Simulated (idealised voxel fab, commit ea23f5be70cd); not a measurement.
Name of the process module below: voxel released beams
cross-section cut | 140 nm wide | cells 5 nm
A cross-section in this document is a grid of square cells, and it is written down as bands, the top band listed before the ones below it; a band is made up of one or more rows of cells.
What a band's entry tells you: where the top is and where the bottom is, as heights in nm, and after that what lies inside, material by material from left to right, each with its width in nm. Empty space is written as the word "air", and a single material marked with the word "everywhere" occupies the band from edge to edge.
Height datum 0, below which the as-received substrate wafer is one material. Lowest band open at the bottom, running downward: "from 0 down".
A width given as "30 to 40" starts at the first number in the band's top row and ends at the second number in its bottom row, shifting by an equal amount at every step from row to row.
For the purposes of this document, the phrase "same as before" attached to a step denotes that no cell within the cross-section was modified by that step.
Empty spaces counting at least 8 cells and having no open way to the top are listed in "Closed internal voids". The notation width x height at distance is used for each, the distance being from the left edge and all three values in nm.
Text after the settings on a step's line: the simulator's own remark on that step.
Among the settings permitted on a step's line is "overlay nm"; applied to a step with a mask, it specifies the extent to which the mask lay to the right of its planned position, whereas a negative figure signifies a position to the left.
Intended process steps
1: RECEIVE [material Si]
2: CONFORMAL_DEP [material Al2O3] [thk nm 10]
3: DIRECTIONAL_DEP [material SiO2] [thk nm 15]
4: MASKED_ETCH [tone open] [mask id ANCHOR] [width nm 25] [etch materials SiO2] [depth nm 15] [overlay nm 0]
5: CONFORMAL_DEP [material W] [thk nm 10]
6: MASKED_ETCH [tone cover] [mask id BEAM] [width nm 70] [etch materials W] [depth nm 10] [overlay nm 0]
7: STRIP [etch materials SiO2]
This is the cross-section of the wafer as we received it, i.e. after step 1
  from 0 down: Si everywhere
  Closed internal voids: none
First of two wafers: cross-section at end of module, run per plan
  from 35 to 25: 30 air | 15 W | 5 air | 50 W | 40 air
  from 25 to 20: 35 air | 10 W | 5 air | 10 W | 80 air
  from 20 to 10: 35 air | 25 W | 80 air
  from 10 to 0: Al2O3 everywhere
  from 0 down: Si everywhere
  Closed internal voids: none
Wafer two (of two), end-of-module cross-section: start = wafer one, plan = wafer one, one run mistake
  from 35 to 25: 30 air | 15 W | 10 air | 45 W | 40 air
  from 25 to 20: 35 air | 10 W | 10 air | 10 W | 75 air
  from 20 to 10: 35 air | 30 W | 75 air
  from 10 to 0: Al2O3 everywhere
  from 0 down: Si everywhere
  Closed internal voids: none
Deviation noted in wafer processing: step 4 changed vs plan, executed as MASKED_ETCH [tone open] [mask id ANCHOR] [width nm 30] [etch materials SiO2] [depth nm 15] [overlay nm 0]
at the end the second wafer has, in cells: as many of each material as the first, in other places
